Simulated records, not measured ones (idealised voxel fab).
process module | voxel gate over fins
cross-section cut | 240 nm wide | cells 5 nm
A cross-section is a grid of square cells, given in bands from the top down. A band is one or more rows of cells.
Each band's line starts with the height of the band's top and of its bottom, in nm. Then come its materials from left to right, each with its width in nm. One material with "throughout" fills the band from edge to edge. "air" is empty space.
Height 0 is the level under which the wafer as received is all one material. The lowest band goes on downwards, as in "0 down".
A width such as "30 to 40" changes by the same amount from each row of cells to the next, from the band's top row to its bottom row.
"no change" after a step means that no cell of the cross-section changed.
closed voids: empty space of 8 cells or more with no open way to the top, each as width x height at its distance from the left edge, in nm
after a step's settings: what the simulator itself notes on the step
overlay nm, on a step with a mask: how far to the right of its planned place the mask lay; to the left if negative
plan
1 op RECEIVE | material Si
2 op CONFORMAL_DEP | material SiN | thk nm 10
3 op MASKED_ETCH | tone cover | mask id FINS | width nm 15 | pitch nm 55 | etch materials SiN | depth nm 10 | overlay nm 0
4 op MASKED_ETCH | tone cover | mask id FINS | width nm 15 | pitch nm 55 | etch materials Si | depth nm 30 | overlay nm 0
5 op FILL_DEP | material SiO2 | thk nm 10
6 op CMP | height nm 10
7 op PATTERN | tone open | mask id RAIL | material resist | width nm 15 | thk nm 20 | overlay nm 0
8 op DIRECTIONAL_ETCH | etch materials SiO2 | depth nm 35
9 op STRIP | etch materials resist
10 op CONFORMAL_DEP | material TiN | thk nm 5
11 op FILL_DEP | material Ru | thk nm 5
12 op CMP | height nm 10
13 op SELECTIVE_ETCH | etch materials W Ru TiN | depth nm 30
14 op FILL_DEP | material SiO2 | thk nm 5
15 op CMP | height nm 10
16 op SELECTIVE_ETCH | etch materials SiO2 | depth nm 20
17 op STRIP | etch materials SiN
18 op CONFORMAL_DEP | material HfO2 | thk nm 5
19 op CONFORMAL_DEP | material TiN | thk nm 5
20 op FILL_DEP | material W | thk nm 10
21 op CMP | height nm 15
22 op CONFORMAL_DEP | material SiCN | thk nm 10
varied across the wafers: width nm of step 4. The plan shows the first wafer's value. All wafers start alike
first wafer as received, after step 1
  0 down: Si throughout
  closed voids: none
first wafer at the end, after step 22
  25 to 15: SiCN throughout
  15 to 10: W throughout
  10 to 5: W 45 | TiN 35 | W 20 | TiN 35 | W 20 | TiN 35 | W 50
  5 to 0: W 45 | TiN 5 | HfO2 25 | TiN 5 | W 20 | TiN 5 | HfO2 25 | TiN 5 | W 20 | TiN 5 | HfO2 25 | TiN 5 | W 50
  0 to -5: TiN 50 | HfO2 5 | Si 15 | HfO2 5 | TiN 30 | HfO2 5 | Si 15 | HfO2 5 | TiN 30 | HfO2 5 | Si 15 | HfO2 5 | TiN 55
  -5 to -10: HfO2 55 | Si 15 | HfO2 40 | Si 15 | HfO2 40 | Si 15 | HfO2 60
  -10 to -20: SiO2 55 | Si 15 | SiO2 40 | Si 15 | SiO2 40 | Si 15 | SiO2 60
  -20 to -25: SiO2 55 | Si 15 | SiO2 10 | TiN 15 | SiO2 15 | Si 15 | SiO2 40 | Si 15 | SiO2 60
  -25 to -30: SiO2 55 | Si 15 | SiO2 40 | Si 15 | SiO2 40 | Si 15 | SiO2 60
  -30 down: Si throughout
  closed voids: none
last wafer at the end
  25 to 15: SiCN throughout
  15 to 10: W throughout
  10 to 5: W 40 | TiN 50 | W 5 | TiN 50 | W 5 | TiN 50 | W 40
  5 to 0: W 40 | TiN 5 | HfO2 40 | TiN 5 | W 5 | TiN 5 | HfO2 40 | TiN 5 | W 5 | TiN 5 | HfO2 40 | TiN 5 | W 40
  0 to -5: TiN 45 | HfO2 5 | Si 30 | HfO2 5 | TiN 15 | HfO2 5 | Si 30 | HfO2 5 | TiN 15 | HfO2 5 | Si 30 | HfO2 5 | TiN 45
  -5 to -10: HfO2 50 | Si 30 | HfO2 25 | Si 30 | HfO2 25 | Si 30 | HfO2 50
  -10 to -20: SiO2 50 | Si 30 | SiO2 25 | Si 30 | SiO2 25 | Si 30 | SiO2 50
  -20 to -25: SiO2 50 | Si 30 | TiN 15 | SiO2 10 | Si 30 | SiO2 25 | Si 30 | SiO2 50
  -25 to -30: SiO2 50 | Si 30 | SiO2 25 | Si 30 | SiO2 25 | Si 30 | SiO2 50
  -30 down: Si throughout
  closed voids: none
each wafer at the end: cells of each material gained (+) or lost (-) since it was received, then its closed voids
width nm 15 | +60 HfO2 | -234 Si | +96 SiCN | +153 SiO2 | +63 TiN | +102 W | closed voids: none
width nm 20 | +60 HfO2 | -216 Si | +96 SiCN | +141 SiO2 | +63 TiN | +96 W | closed voids: none
width nm 25 | +60 HfO2 | -198 Si | +96 SiCN | +129 SiO2 | +63 TiN | +90 W | closed voids: none
width nm 30 | +60 HfO2 | -180 Si | +96 SiCN | +117 SiO2 | +63 TiN | +84 W | closed voids: none
